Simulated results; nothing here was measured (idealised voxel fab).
process module | voxel released beams
Section cut is 180 nm wide and gridded with 5 nm square cells.
A cross-section is written here as square cells arranged in a grid, and it is given in bands from the top down, each band taking up one or more rows of cells.
Each band's line starts with the height of the band's top and of its bottom, in nm. Then come its materials from left to right, each with its width in nm. One material with "edge to edge" fills the band from edge to edge. "blank" is empty space.
Counting heights begins at 0, where everything beneath is, in the wafer as received, one material. The lowest band has no bottom; it goes on downwards, as "0 -> down" shows.
The two numbers in a width such as "30 to 40" mark its ends across the band: the first belongs to the top row of cells, the second to the bottom row, and from each row to the next the width moves by the same amount.
What does "no change" mean for a step? It means no cell of the cross-section changed in that step.
"Closed-off voids" lists enclosed empty spaces (at least 8 cells, no open path upward to the top), each as width x height at distance from the left edge, in nm.
Where a step's line continues beyond its settings, the continuation is a remark by the simulator itself on that step.
overlay nm: step with mask; distance mask lay right of planned place; negative value = left of planned place.
These are the steps we planned for the process
| 1 | RECEIVE [material Si] |
| 2 | CONFORMAL_DEP [material SiN] [thk nm 10] |
| 3 | DIRECTIONAL_DEP [material SiO2] [thk nm 15] |
| 4 | PATTERN [tone open] [mask id ANCHOR] [material resist] [width nm 35] [thk nm 20] [overlay nm 0] |
| 5 | DIRECTIONAL_ETCH [etch materials SiO2] [depth nm 15] |
| 6 | STRIP [etch materials resist] |
| 7 | CONFORMAL_DEP [material polySi] [thk nm 10] |
| 8 | PATTERN [tone cover] [mask id BEAM] [material resist] [width nm 110] [thk nm 15] [overlay nm 0] |
| 9 | DIRECTIONAL_ETCH [etch materials polySi] [depth nm 10] |
| 10 | STRIP [etch materials resist] |
| 11 | STRIP [etch materials SiO2] |
First of two wafers: run as planned
Shown in cross-section is the wafer as received, that is, as it stands after step 1
	0 -> down  Si edge to edge
	Closed-off voids: none
Step 2 complete: cross-section through the wafer
	10 -> 0  SiN edge to edge
	below 0: unchanged
Step 3 complete: cross-section through the wafer
	25 -> 10  SiO2 edge to edge
	below 10: unchanged
Step 4 complete: cross-section through the wafer
	45 -> 25  resist 35  blank 35  resist 110
	below 25: unchanged
Step 5 complete: cross-section through the wafer
	45 -> 25  resist 35  blank 35  resist 110
	25 -> 10  SiO2 35  blank 35  SiO2 110
	below 10: unchanged
Step 6 complete: cross-section through the wafer
	25 -> 10  SiO2 35  blank 35  SiO2 110
	below 10: unchanged
Step 7 complete: cross-section through the wafer
	35 -> 25  polySi 45  blank 15  polySi 120
	25 -> 20  SiO2 35  polySi 10  blank 15  polySi 10  SiO2 110
	20 -> 10  SiO2 35  polySi 35  SiO2 110
	below 10: unchanged
Step 8 complete: cross-section through the wafer
	50 -> 35  blank 30  resist 110  blank 40
	35 -> 25  polySi 45  resist 15  polySi 120
	25 -> 20  SiO2 35  polySi 10  resist 15  polySi 10  SiO2 110
	below 20: unchanged
Step 9 complete: cross-section through the wafer
	50 -> 35  blank 30  resist 110  blank 40
	35 -> 25  blank 30  polySi 15  resist 15  polySi 80  blank 40
	below 25: unchanged
Step 10 complete: cross-section through the wafer
	35 -> 25  blank 30  polySi 15  blank 15  polySi 80  blank 40
	25 -> 20  SiO2 35  polySi 10  blank 15  polySi 10  SiO2 110
	below 20: unchanged
Step 11 complete: cross-section through the wafer
	35 -> 25  blank 30  polySi 15  blank 15  polySi 80  blank 40
	25 -> 20  blank 35  polySi 10  blank 15  polySi 10  blank 110
	20 -> 10  blank 35  polySi 35  blank 110
	below 10: unchanged
Notes, second wafer: start = first wafer's, plan = first wafer's, execution had one mistake; history identical to first through step 3
Look at the second wafer in cross-section at the time step 4 ought to have finished
	45 -> 25  blank 35  resist 35  blank 110
	below 25: unchanged
Look at the second wafer in cross-section at the time step 5 ought to have finished
	45 -> 25  blank 35  resist 35  blank 110
	25 -> 10  blank 35  SiO2 35  blank 110
	below 10: unchanged
Look at the second wafer in cross-section at the time step 6 ought to have finished
	25 -> 10  blank 35  SiO2 35  blank 110
	below 10: unchanged
Look at the second wafer in cross-section at the time step 7 ought to have finished
	35 -> 25  blank 25  polySi 55  blank 100
	25 -> 20  blank 25  polySi 10  SiO2 35  polySi 10  blank 100
	20 -> 10  polySi 35  SiO2 35  polySi 110
	below 10: unchanged
Look at the second wafer in cross-section at the time step 8 ought to have finished
	50 -> 35  blank 30  resist 110  blank 40
	35 -> 25  blank 25  polySi 55  resist 60  blank 40
	25 -> 20  blank 25  polySi 10  SiO2 35  polySi 10  resist 60  blank 40
	below 20: unchanged
Look at the second wafer in cross-section at the time step 9 ought to have finished
	50 -> 35  blank 30  resist 110  blank 40
	35 -> 25  blank 30  polySi 50  resist 60  blank 40
	25 -> 20  blank 25  polySi 10  SiO2 35  polySi 10  resist 60  blank 40
	20 -> 10  blank 25  polySi 10  SiO2 35  polySi 70  blank 40
	below 10: unchanged
Look at the second wafer in cross-section at the time step 10 ought to have finished
	35 -> 25  blank 30  polySi 50  blank 100
	25 -> 20  blank 25  polySi 10  SiO2 35  polySi 10  blank 100
	below 20: unchanged
Look at the second wafer in cross-section at the time step 11 ought to have finished: no change
what went wrong: off-plan run, step 4, actual operation and settings PATTERN [tone cover] [mask id ANCHOR] [material resist] [width nm 35] [thk nm 20] [overlay nm 0]
At the finish, the second wafer shows more or fewer cells for some materials than the first does: 21 more of SiO2
